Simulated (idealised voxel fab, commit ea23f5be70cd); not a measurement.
process module | voxel capacitor over wiring
cross-section cut | 250 nm wide | cells 5 nm
A cross-section is a grid of square cells, given in bands from the top down. A band is one or more rows of cells.
Each band's line starts with the height of the band's top and of its bottom, in nm. Then come its materials from left to right, each with its width in nm. One material with "throughout" fills the band from edge to edge. "air" is empty space.
Height 0 is the level under which the wafer as received is all one material. The lowest band goes on downwards, as in "0 down".
A width such as "30 to 40" changes by the same amount from each row of cells to the next, from the band's top row to its bottom row.
"no change" after a step means that no cell of the cross-section changed.
closed voids: empty space of 8 cells or more with no open way to the top, each as width x height at its distance from the left edge, in nm
after a step's settings: what the simulator itself notes on the step
overlay nm, on a step with a mask: how far to the right of its planned place the mask lay; to the left if negative
Each pair below shows a cross-section before one step and the cross-section after it, down to the lowest band that changed. The line under each pair gives the step between them, with its settings. The pairs can come from different runs of this module on the same starting wafer, so a pair continues from the pair above only where its "before" says so.
before
  100 to 95: SiO2 85 | TiN 5 | Ru 5 | TiN 5 | SiO2 150
  95 to 90: SiO2 85 | TiN 15 | SiO2 150
  90 to 80: SiO2 75 | TiN 75 | SiO2 100
  80 to 75: SiO2 75 | HfO2 75 | SiO2 100
  75 to 65: SiO2 70 | TiN 85 | SiO2 95
  65 to 45: SiO2 75 | TiN 5 | Cu 5 | TiN 5 | SiO2 160
  45 to 40: SiCN 75 | TiN 15 | SiCN 160
  40 to 35: SiCN 60 | Ru 35 | SiCN 60 | Ru 35 | SiCN 60
  35 to 25: SiO2 65 | TiN 5 | W 15 | TiN 5 | SiO2 70 | TiN 5 | W 15 | TiN 5 | SiO2 65
  25 to 20: SiO2 65 | TiN 25 | SiO2 70 | TiN 25 | SiO2 65
  20 to 5: SiO2 throughout
  5 to 0: SiN throughout
  0 down: Si throughout
  closed voids: none
after
  105 to 100: SiN throughout
  below 100: unchanged
  closed voids: none
the step between: op CONFORMAL_DEP | material SiN | thk nm 5
before
  110 to 105: Ru throughout
  105 to 100: TiN 90 | Ru 5 | TiN 155
  100 to 95: SiO2 85 | TiN 5 | Ru 5 | TiN 5 | SiO2 150
  95 to 90: SiO2 85 | TiN 15 | SiO2 150
  90 to 80: SiO2 75 | TiN 75 | SiO2 100
  80 to 75: SiO2 75 | HfO2 75 | SiO2 100
  75 to 65: SiO2 70 | TiN 85 | SiO2 95
  65 to 45: SiO2 75 | TiN 5 | Cu 5 | TiN 5 | SiO2 160
  45 to 40: SiCN 75 | TiN 15 | SiCN 160
  40 to 35: SiCN 60 | Ru 35 | SiCN 60 | Ru 35 | SiCN 60
  35 to 20: SiO2 65 | TiN 5 | W 15 | TiN 5 | SiO2 70 | TiN 5 | W 15 | TiN 5 | SiO2 65
  20 to 15: SiN 65 | TiN 25 | SiN 70 | TiN 25 | SiN 65
  15 to 0: SiO2 throughout
  0 down: Si throughout
  closed voids: none
after
  105 to 100: TiN 90 | Ru 5 | TiN 155
  below 100: unchanged
  closed voids: none
the step between: op CMP | height nm 105
before: the cross-section after the pair above
after
  110 to 105: SiN throughout
  below 105: unchanged
  closed voids: none
the step between: op CONFORMAL_DEP | material SiN | thk nm 5
before
  35 to 20: SiO2 throughout
  20 to 15: SiN throughout
  15 to 0: SiO2 throughout
  0 down: Si throughout
  closed voids: none
after
  50 to 35: resist 65 | air 30 | resist 65 | air 30 | resist 60
  below 35: unchanged
  closed voids: none
the step between: op PATTERN | tone open | mask id METAL_1 | material resist | width nm 30 | pitch nm 95 | thk nm 15 | overlay nm 0
before: the cross-section after the pair above
after
  50 to 35: resist 65 | air 30 | resist 65 | air 30 | resist 60
  35 to 20: SiO2 65 | air 30 | SiO2 65 | air 30 | SiO2 60
  below 20: unchanged
  closed voids: none
the step between: op DIRECTIONAL_ETCH | etch materials SiO2 | depth nm 15
before: the cross-section after the pair above
after
  50 to 35: resist 65 | air 30 | resist 65 | air 30 | resist 60
  35 to 20: SiO2 65 | air 30 | SiO2 65 | air 30 | SiO2 60
  20 to 15: SiN 65 | air 30 | SiN 65 | air 30 | SiN 60
  below 15: unchanged
  closed voids: none
the step between: op DIRECTIONAL_ETCH | etch materials SiN | depth nm 5
before: the cross-section after the pair above
after
  35 to 20: SiO2 65 | air 30 | SiO2 65 | air 30 | SiO2 60
  below 20: unchanged
  closed voids: none
the step between: op STRIP | etch materials resist
before: the cross-section after the pair above
after
  40 to 35: TiN 70 | air 20 | TiN 75 | air 20 | TiN 65
  35 to 20: SiO2 65 | TiN 5 | air 20 | TiN 5 | SiO2 65 | TiN 5 | air 20 | TiN 5 | SiO2 60
  20 to 15: SiN 65 | TiN 30 | SiN 65 | TiN 30 | SiN 60
  below 15: unchanged
  closed voids: none
the step between: op CONFORMAL_DEP | material TiN | thk nm 5
before: the cross-section after the pair above
after
  50 to 40: W throughout
  40 to 35: TiN 70 | W 20 | TiN 75 | W 20 | TiN 65
  35 to 20: SiO2 65 | TiN 5 | W 20 | TiN 5 | SiO2 65 | TiN 5 | W 20 | TiN 5 | SiO2 60
  below 20: unchanged
  closed voids: none
the step between: op FILL_DEP | material W | thk nm 10
before: the cross-section after the pair above
after
  35 to 20: SiO2 65 | TiN 5 | W 20 | TiN 5 | SiO2 65 | TiN 5 | W 20 | TiN 5 | SiO2 60
  below 20: unchanged
  closed voids: none
the step between: op CMP | height nm 35
before: the cross-section after the pair above
after
  40 to 35: air 60 | Ru 40 | air 55 | Ru 40 | air 55
  below 35: unchanged
  closed voids: none
the step between: op EPI | material Ru | thk nm 5
before: the cross-section after the pair above
after
  45 to 40: SiCN throughout
  40 to 35: SiCN 60 | Ru 40 | SiCN 55 | Ru 40 | SiCN 55
  below 35: unchanged
  closed voids: none
the step between: op FILL_DEP | material SiCN | thk nm 5
before: the cross-section after the pair above
after
  65 to 45: SiO2 throughout
  below 45: unchanged
  closed voids: none
the step between: op DIRECTIONAL_DEP | material SiO2 | thk nm 20
before: the cross-section after the pair above
after
  65 to 45: SiO2 75 | air 15 | SiO2 160
  below 45: unchanged
  closed voids: none
the step between: op MASKED_ETCH | tone open | mask id PLUG_1 | width nm 15 | etch materials SiO2 | depth nm 20 | overlay nm 0
before: the cross-section after the pair above
after
  65 to 45: SiO2 75 | air 15 | SiO2 160
  45 to 40: SiCN 75 | air 15 | SiCN 160
  below 40: unchanged
  closed voids: none
the step between: op MASKED_ETCH | tone open | mask id PLUG_1 | width nm 15 | etch materials SiCN | depth nm 5 | overlay nm 0
before: the cross-section after the pair above
after
  70 to 65: TiN 80 | air 5 | TiN 165
  65 to 45: SiO2 75 | TiN 5 | air 5 | TiN 5 | SiO2 160
  45 to 40: SiCN 75 | TiN 15 | SiCN 160
  below 40: unchanged
  closed voids: none
the step between: op CONFORMAL_DEP | material TiN | thk nm 5
before: the cross-section after the pair above
after
  75 to 70: Cu throughout
  70 to 65: TiN 80 | Cu 5 | TiN 165
  65 to 45: SiO2 75 | TiN 5 | Cu 5 | TiN 5 | SiO2 160
  below 45: unchanged
  closed voids: none
the step between: op FILL_DEP | material Cu | thk nm 5
before: the cross-section after the pair above
after
  65 to 45: SiO2 75 | TiN 5 | Cu 5 | TiN 5 | SiO2 160
  below 45: unchanged
  closed voids: none
the step between: op CMP | height nm 65
before: the cross-section after the pair above
after
  75 to 65: TiN throughout
  below 65: unchanged
  closed voids: none
the step between: op DIRECTIONAL_DEP | material TiN | thk nm 10
before: the cross-section after the pair above
after
  80 to 75: HfO2 throughout
  below 75: unchanged
  closed voids: none
the step between: op DIRECTIONAL_DEP | material HfO2 | thk nm 5
before: the cross-section after the pair above
after
  90 to 80: TiN throughout
  below 80: unchanged
  closed voids: none
the step between: op DIRECTIONAL_DEP | material TiN | thk nm 10
before: the cross-section after the pair above
after
  100 to 90: aC throughout
  below 90: unchanged
  closed voids: none
the step between: op DIRECTIONAL_DEP | material aC | thk nm 10
before: the cross-section after the pair above
after
  125 to 100: air 75 | resist 75 | air 100
  below 100: unchanged
  closed voids: none
the step between: op PATTERN | tone cover | mask id UPPER_PLATE | material resist | width nm 75 | thk nm 25 | overlay nm 0
before: the cross-section after the pair above
after
  115 to 100: air 75 | resist 75 | air 100
  100 to 90: air 75 | aC 75 | air 100
  below 90: unchanged
  closed voids: none
the step between: op DIRECTIONAL_ETCH | etch materials aC | depth nm 10
before: the cross-section after the pair above
after
  100 to 90: air 75 | aC 75 | air 100
  below 90: unchanged
  closed voids: none
the step between: op STRIP | etch materials resist
before: the cross-section after the pair above
after
  100 to 90: air 75 | aC 75 | air 100
  90 to 80: air 75 | TiN 75 | air 100
  below 80: unchanged
  closed voids: none
the step between: op DIRECTIONAL_ETCH | etch materials TiN | depth nm 10
before: the cross-section after the pair above
after
  100 to 90: air 75 | aC 75 | air 100
  90 to 80: air 75 | TiN 75 | air 100
  80 to 75: air 75 | HfO2 75 | air 100
  below 75: unchanged
  closed voids: none
the step between: op DIRECTIONAL_ETCH | etch materials HfO2 | depth nm 5
before: the cross-section after the pair above
after
  90 to 80: air 75 | TiN 75 | air 100
  below 80: unchanged
  closed voids: none
the step between: op STRIP | etch materials aC
before: the cross-section after the pair above
after
  100 to 90: air 75 | aC 75 | air 100
  90 to 85: air 75 | TiN 75 | air 100
  85 to 80: aC 75 | TiN 75 | aC 100
  80 to 75: aC 75 | HfO2 75 | aC 100
  below 75: unchanged
  closed voids: none
the step between: op DIRECTIONAL_DEP | material aC | thk nm 10
before: the cross-section after the pair above
after
  130 to 100: air 70 | resist 85 | air 95
  100 to 90: air 70 | resist 5 | aC 75 | resist 5 | air 95
  90 to 85: air 70 | resist 5 | TiN 75 | resist 5 | air 95
  below 85: unchanged
  closed voids: none
the step between: op PATTERN | tone cover | mask id LOWER_PLATE | material resist | width nm 85 | thk nm 30 | overlay nm 0
before: the cross-section after the pair above
after
  120 to 100: air 70 | resist 85 | air 95
  100 to 90: air 70 | resist 5 | aC 75 | resist 5 | air 95
  90 to 85: air 70 | resist 5 | TiN 75 | resist 5 | air 95
  85 to 80: air 70 | aC 5 | TiN 75 | aC 5 | air 95
  80 to 75: air 70 | aC 5 | HfO2 75 | aC 5 | air 95
  below 75: unchanged
  closed voids: none
the step between: op DIRECTIONAL_ETCH | etch materials aC | depth nm 10
before: the cross-section after the pair above
after
  100 to 90: air 75 | aC 75 | air 100
  90 to 85: air 75 | TiN 75 | air 100
  below 85: unchanged
  closed voids: none
the step between: op STRIP | etch materials resist
before: the cross-section after the pair above
after
  100 to 90: air 75 | aC 75 | air 100
  90 to 85: air 75 | TiN 75 | air 100
  85 to 80: air 70 | aC 5 | TiN 75 | aC 5 | air 95
  80 to 75: air 70 | aC 5 | HfO2 75 | aC 5 | air 95
  75 to 65: air 70 | TiN 85 | air 95
  below 65: unchanged
  closed voids: none
the step between: op DIRECTIONAL_ETCH | etch materials TiN | depth nm 10
before: the cross-section after the pair above
after
  90 to 80: air 75 | TiN 75 | air 100
  80 to 75: air 75 | HfO2 75 | air 100
  below 75: unchanged
  closed voids: none
the step between: op STRIP | etch materials aC
before: the cross-section after the pair above
after
  105 to 90: SiO2 throughout
  90 to 80: SiO2 75 | TiN 75 | SiO2 100
  80 to 75: SiO2 75 | HfO2 75 | SiO2 100
  75 to 65: SiO2 70 | TiN 85 | SiO2 95
  below 65: unchanged
  closed voids: none
the step between: op FILL_DEP | material SiO2 | thk nm 15
before: the cross-section after the pair above
after
  100 to 90: SiO2 throughout
  below 90: unchanged
  closed voids: none
the step between: op CMP | height nm 100
before: the cross-section after the pair above
after
  110 to 100: aC throughout
  below 100: unchanged
  closed voids: none
the step between: op DIRECTIONAL_DEP | material aC | thk nm 10
before: the cross-section after the pair above
after
  140 to 110: resist 85 | air 15 | resist 150
  below 110: unchanged
  closed voids: none
the step between: op PATTERN | tone open | mask id PLUG_2 | material resist | width nm 15 | thk nm 30 | overlay nm 0
before: the cross-section after the pair above
after
  130 to 110: resist 85 | air 15 | resist 150
  110 to 100: aC 85 | air 15 | aC 150
  below 100: unchanged
  closed voids: none
the step between: op DIRECTIONAL_ETCH | etch materials aC | depth nm 10
before: the cross-section after the pair above
after
  110 to 100: aC 85 | air 15 | aC 150
  below 100: unchanged
  closed voids: none
the step between: op STRIP | etch materials resist
before: the cross-section after the pair above
after
  110 to 100: aC 85 | air 15 | aC 150
  100 to 90: SiO2 85 | air 15 | SiO2 150
  below 90: unchanged
  closed voids: none
the step between: op DIRECTIONAL_ETCH | etch materials SiO2 | depth nm 10
before: the cross-section after the pair above
after
  100 to 90: SiO2 85 | air 15 | SiO2 150
  below 90: unchanged
  closed voids: none
the step between: op STRIP | etch materials aC
before: the cross-section after the pair above
after
  105 to 100: TiN 90 | air 5 | TiN 155
  100 to 95: SiO2 85 | TiN 5 | air 5 | TiN 5 | SiO2 150
  95 to 90: SiO2 85 | TiN 15 | SiO2 150
  below 90: unchanged
  closed voids: none
the step between: op CONFORMAL_DEP | material TiN | thk nm 5
before: the cross-section after the pair above
after
  110 to 105: Ru throughout
  105 to 100: TiN 90 | Ru 5 | TiN 155
  100 to 95: SiO2 85 | TiN 5 | Ru 5 | TiN 5 | SiO2 150
  below 95: unchanged
  closed voids: none
the step between: op FILL_DEP | material Ru | thk nm 5
before: the cross-section after the pair above
after
  100 to 95: SiO2 85 | TiN 5 | Ru 5 | TiN 5 | SiO2 150
  below 95: unchanged
  closed voids: none
the step between: op CMP | height nm 100
before: the cross-section after the pair above
after
  105 to 100: SiN throughout
  below 100: unchanged
  closed voids: none
the step between: op CONFORMAL_DEP | material SiN | thk nm 5
before
  65 to 45: SiO2 throughout
  45 to 40: SiCN throughout
  40 to 35: SiCN 60 | Ru 35 | SiCN 60 | Ru 35 | SiCN 60
  35 to 20: SiO2 65 | TiN 5 | W 15 | TiN 5 | SiO2 70 | TiN 5 | W 15 | TiN 5 | SiO2 65
  20 to 15: SiN 65 | TiN 25 | SiN 70 | TiN 25 | SiN 65
  15 to 0: SiO2 throughout
  0 down: Si throughout
  closed voids: none
after
  65 to 45: SiO2 85 | air 15 | SiO2 150
  below 45: unchanged
  closed voids: none
the step between: op MASKED_ETCH | tone open | mask id PLUG_1 | width nm 15 | etch materials SiO2 | depth nm 20 | overlay nm 10
before: the cross-section after the pair above
after
  65 to 45: SiO2 85 | air 15 | SiO2 150
  45 to 40: SiCN 85 | air 5 | SiCN 160
  below 40: unchanged
  closed voids: none
the step between: op MASKED_ETCH | tone open | mask id PLUG_1 | width nm 15 | etch materials SiCN | depth nm 5 | overlay nm 0
before: the cross-section after the pair above
after
  70 to 65: TiN 90 | air 5 | TiN 155
  65 to 50: SiO2 85 | TiN 5 | air 5 | TiN 5 | SiO2 150
  50 to 45: SiO2 85 | TiN 15 | SiO2 150
  45 to 40: SiCN 85 | TiN 5 | SiCN 160
  below 40: unchanged
  closed voids: none
the step between: op CONFORMAL_DEP | material TiN | thk nm 5
before: the cross-section after the pair above
after
  75 to 70: Cu throughout
  70 to 65: TiN 90 | Cu 5 | TiN 155
  65 to 50: SiO2 85 | TiN 5 | Cu 5 | TiN 5 | SiO2 150
  below 50: unchanged
  closed voids: none
the step between: op FILL_DEP | material Cu | thk nm 5
before: the cross-section after the pair above
after
  65 to 50: SiO2 85 | TiN 5 | Cu 5 | TiN 5 | SiO2 150
  below 50: unchanged
  closed voids: none
the step between: op CMP | height nm 65
before: the cross-section after the pair above
after
  75 to 65: TiN throughout
  below 65: unchanged
  closed voids: none
the step between: op DIRECTIONAL_DEP | material TiN | thk nm 10
before: the cross-section after the pair above
after
  80 to 75: HfO2 throughout
  below 75: unchanged
  closed voids: none
the step between: op DIRECTIONAL_DEP | material HfO2 | thk nm 5
before: the cross-section after the pair above
after
  90 to 80: TiN throughout
  below 80: unchanged
  closed voids: none
the step between: op DIRECTIONAL_DEP | material TiN | thk nm 10
before: the cross-section after the pair above
after
  100 to 90: aC throughout
  below 90: unchanged
  closed voids: none
the step between: op DIRECTIONAL_DEP | material aC | thk nm 10
before: the cross-section after the pair above
after
  125 to 100: air 75 | resist 75 | air 100
  below 100: unchanged
  closed voids: none
the step between: op PATTERN | tone cover | mask id UPPER_PLATE | material resist | width nm 75 | thk nm 25 | overlay nm 0
before: the cross-section after the pair above
after
  115 to 100: air 75 | resist 75 | air 100
  100 to 90: air 75 | aC 75 | air 100
  below 90: unchanged
  closed voids: none
the step between: op DIRECTIONAL_ETCH | etch materials aC | depth nm 10
before: the cross-section after the pair above
after
  100 to 90: air 75 | aC 75 | air 100
  below 90: unchanged
  closed voids: none
the step between: op STRIP | etch materials resist
before: the cross-section after the pair above
after
  100 to 90: air 75 | aC 75 | air 100
  90 to 80: air 75 | TiN 75 | air 100
  below 80: unchanged
  closed voids: none
the step between: op DIRECTIONAL_ETCH | etch materials TiN | depth nm 10
before: the cross-section after the pair above
after
  100 to 90: air 75 | aC 75 | air 100
  90 to 80: air 75 | TiN 75 | air 100
  80 to 75: air 75 | HfO2 75 | air 100
  below 75: unchanged
  closed voids: none
the step between: op DIRECTIONAL_ETCH | etch materials HfO2 | depth nm 5
before: the cross-section after the pair above
after
  90 to 80: air 75 | TiN 75 | air 100
  below 80: unchanged
  closed voids: none
the step between: op STRIP | etch materials aC
before: the cross-section after the pair above
after
  100 to 90: air 75 | aC 75 | air 100
  90 to 85: air 75 | TiN 75 | air 100
  85 to 80: aC 75 | TiN 75 | aC 100
  80 to 75: aC 75 | HfO2 75 | aC 100
  below 75: unchanged
  closed voids: none
the step between: op DIRECTIONAL_DEP | material aC | thk nm 10
before: the cross-section after the pair above
after
  130 to 100: air 70 | resist 85 | air 95
  100 to 90: air 70 | resist 5 | aC 75 | resist 5 | air 95
  90 to 85: air 70 | resist 5 | TiN 75 | resist 5 | air 95
  below 85: unchanged
  closed voids: none
the step between: op PATTERN | tone cover | mask id LOWER_PLATE | material resist | width nm 85 | thk nm 30 | overlay nm 0
before: the cross-section after the pair above
after
  120 to 100: air 70 | resist 85 | air 95
  100 to 90: air 70 | resist 5 | aC 75 | resist 5 | air 95
  90 to 85: air 70 | resist 5 | TiN 75 | resist 5 | air 95
  85 to 80: air 70 | aC 5 | TiN 75 | aC 5 | air 95
  80 to 75: air 70 | aC 5 | HfO2 75 | aC 5 | air 95
  below 75: unchanged
  closed voids: none
the step between: op DIRECTIONAL_ETCH | etch materials aC | depth nm 10
before: the cross-section after the pair above
after
  100 to 90: air 75 | aC 75 | air 100
  90 to 85: air 75 | TiN 75 | air 100
  below 85: unchanged
  closed voids: none
the step between: op STRIP | etch materials resist
before: the cross-section after the pair above
after
  100 to 90: air 75 | aC 75 | air 100
  90 to 85: air 75 | TiN 75 | air 100
  85 to 80: air 70 | aC 5 | TiN 75 | aC 5 | air 95
  80 to 75: air 70 | aC 5 | HfO2 75 | aC 5 | air 95
  75 to 65: air 70 | TiN 85 | air 95
  below 65: unchanged
  closed voids: none
the step between: op DIRECTIONAL_ETCH | etch materials TiN | depth nm 10
before: the cross-section after the pair above
after
  90 to 80: air 75 | TiN 75 | air 100
  80 to 75: air 75 | HfO2 75 | air 100
  below 75: unchanged
  closed voids: none
the step between: op STRIP | etch materials aC
before: the cross-section after the pair above
after
  105 to 90: SiO2 throughout
  90 to 80: SiO2 75 | TiN 75 | SiO2 100
  80 to 75: SiO2 75 | HfO2 75 | SiO2 100
  75 to 65: SiO2 70 | TiN 85 | SiO2 95
  below 65: unchanged
  closed voids: none
the step between: op FILL_DEP | material SiO2 | thk nm 15
before: the cross-section after the pair above
after
  100 to 90: SiO2 throughout
  below 90: unchanged
  closed voids: none
the step between: op CMP | height nm 100
before: the cross-section after the pair above
after
  110 to 100: aC throughout
  below 100: unchanged
  closed voids: none
the step between: op DIRECTIONAL_DEP | material aC | thk nm 10
before: the cross-section after the pair above
after
  140 to 110: resist 85 | air 15 | resist 150
  below 110: unchanged
  closed voids: none
the step between: op PATTERN | tone open | mask id PLUG_2 | material resist | width nm 15 | thk nm 30 | overlay nm 0
before: the cross-section after the pair above
after
  130 to 110: resist 85 | air 15 | resist 150
  110 to 100: aC 85 | air 15 | aC 150
  below 100: unchanged
  closed voids: none
the step between: op DIRECTIONAL_ETCH | etch materials aC | depth nm 10
before: the cross-section after the pair above
after
  110 to 100: aC 85 | air 15 | aC 150
  below 100: unchanged
  closed voids: none
the step between: op STRIP | etch materials resist
before: the cross-section after the pair above
after
  110 to 100: aC 85 | air 15 | aC 150
  100 to 90: SiO2 85 | air 15 | SiO2 150
  below 90: unchanged
  closed voids: none
the step between: op DIRECTIONAL_ETCH | etch materials SiO2 | depth nm 10
before: the cross-section after the pair above
after
  100 to 90: SiO2 85 | air 15 | SiO2 150
  below 90: unchanged
  closed voids: none
the step between: op STRIP | etch materials aC
before: the cross-section after the pair above
after
  105 to 100: TiN 90 | air 5 | TiN 155
  100 to 95: SiO2 85 | TiN 5 | air 5 | TiN 5 | SiO2 150
  95 to 90: SiO2 85 | TiN 15 | SiO2 150
  below 90: unchanged
  closed voids: none
the step between: op CONFORMAL_DEP | material TiN | thk nm 5
before: the cross-section after the pair above
after
  110 to 105: Ru throughout
  105 to 100: TiN 90 | Ru 5 | TiN 155
  100 to 95: SiO2 85 | TiN 5 | Ru 5 | TiN 5 | SiO2 150
  below 95: unchanged
  closed voids: none
the step between: op FILL_DEP | material Ru | thk nm 5
before: the cross-section after the pair above
after
  100 to 95: SiO2 85 | TiN 5 | Ru 5 | TiN 5 | SiO2 150
  below 95: unchanged
  closed voids: none
the step between: op CMP | height nm 100
before: the cross-section after the pair above
after
  105 to 100: SiN throughout
  below 100: unchanged
  closed voids: none
the step between: op CONFORMAL_DEP | material SiN | thk nm 5
before
  100 to 90: SiO2 85 | air 15 | SiO2 150
  90 to 80: SiO2 75 | TiN 75 | SiO2 100
  80 to 75: SiO2 75 | HfO2 75 | SiO2 100
  75 to 65: SiO2 70 | TiN 85 | SiO2 95
  65 to 45: SiO2 75 | TiN 5 | Cu 5 | TiN 5 | SiO2 160
  45 to 40: SiCN 75 | TiN 15 | SiCN 160
  40 to 35: SiCN 60 | Ru 35 | SiCN 60 | Ru 35 | SiCN 60
  35 to 20: SiO2 65 | TiN 5 | W 15 | TiN 5 | SiO2 70 | TiN 5 | W 15 | TiN 5 | SiO2 65
  20 to 15: SiN 65 | TiN 25 | SiN 70 | TiN 25 | SiN 65
  15 to 0: SiO2 throughout
  0 down: Si throughout
  closed voids: none
after
  105 to 100: W 90 | air 5 | W 155
  100 to 95: SiO2 85 | W 5 | air 5 | W 5 | SiO2 150
  95 to 90: SiO2 85 | W 15 | SiO2 150
  below 90: unchanged
  closed voids: none
the step between: op CONFORMAL_DEP | material W | thk nm 5
before: the cross-section after the pair above
after
  110 to 105: Ru throughout
  105 to 100: W 90 | Ru 5 | W 155
  100 to 95: SiO2 85 | W 5 | Ru 5 | W 5 | SiO2 150
  below 95: unchanged
  closed voids: none
the step between: op FILL_DEP | material Ru | thk nm 5
before: the cross-section after the pair above
after
  100 to 95: SiO2 85 | W 5 | Ru 5 | W 5 | SiO2 150
  below 95: unchanged
  closed voids: none
the step between: op CMP | height nm 100
before: the cross-section after the pair above
after
  105 to 100: SiN throughout
  below 100: unchanged
  closed voids: none
the step between: op CONFORMAL_DEP | material SiN | thk nm 5
before
  110 to 100: aC throughout
  100 to 90: SiO2 throughout
  90 to 80: SiO2 75 | TiN 75 | SiO2 100
  80 to 75: SiO2 75 | HfO2 75 | SiO2 100
  75 to 65: SiO2 70 | TiN 85 | SiO2 95
  65 to 45: SiO2 75 | TiN 5 | Cu 5 | TiN 5 | SiO2 160
  45 to 40: SiCN 75 | TiN 15 | SiCN 160
  40 to 35: SiCN 60 | Ru 35 | SiCN 60 | Ru 35 | SiCN 60
  35 to 20: SiO2 65 | TiN 5 | W 15 | TiN 5 | SiO2 70 | TiN 5 | W 15 | TiN 5 | SiO2 65
  20 to 15: SiN 65 | TiN 25 | SiN 70 | TiN 25 | SiN 65
  15 to 0: SiO2 throughout
  0 down: Si throughout
  closed voids: none
after
  140 to 110: air 85 | resist 15 | air 150
  below 110: unchanged
  closed voids: none
the step between: op PATTERN | tone cover | mask id PLUG_2 | material resist | width nm 15 | thk nm 30 | overlay nm 0
before: the cross-section after the pair above
after
  130 to 110: air 85 | resist 15 | air 150
  110 to 100: air 85 | aC 15 | air 150
  below 100: unchanged
  closed voids: none
the step between: op DIRECTIONAL_ETCH | etch materials aC | depth nm 10
before: the cross-section after the pair above
after
  110 to 100: air 85 | aC 15 | air 150
  below 100: unchanged
  closed voids: none
the step between: op STRIP | etch materials resist
before: the cross-section after the pair above
after
  110 to 100: air 85 | aC 15 | air 150
  100 to 90: air 85 | SiO2 15 | air 150
  below 90: unchanged
  closed voids: none
the step between: op DIRECTIONAL_ETCH | etch materials SiO2 | depth nm 10
before: the cross-section after the pair above
after
  100 to 90: air 85 | SiO2 15 | air 150
  below 90: unchanged
  closed voids: none
the step between: op STRIP | etch materials aC
before: the cross-section after the pair above
after
  105 to 100: air 80 | TiN 25 | air 145
  100 to 95: air 80 | TiN 5 | SiO2 15 | TiN 5 | air 145
  95 to 90: TiN 85 | SiO2 15 | TiN 150
  below 90: unchanged
  closed voids: none
the step between: op CONFORMAL_DEP | material TiN | thk nm 5
before: the cross-section after the pair above
after
  110 to 105: Ru throughout
  105 to 100: Ru 80 | TiN 25 | Ru 145
  100 to 95: Ru 80 | TiN 5 | SiO2 15 | TiN 5 | Ru 145
  below 95: unchanged
  closed voids: none
the step between: op FILL_DEP | material Ru | thk nm 5
before: the cross-section after the pair above
after
  100 to 95: Ru 80 | TiN 5 | SiO2 15 | TiN 5 | Ru 145
  below 95: unchanged
  closed voids: none
the step between: op CMP | height nm 100
before: the cross-section after the pair above
after
  105 to 100: SiN throughout
  below 100: unchanged
  closed voids: none
the step between: op CONFORMAL_DEP | material SiN | thk nm 5
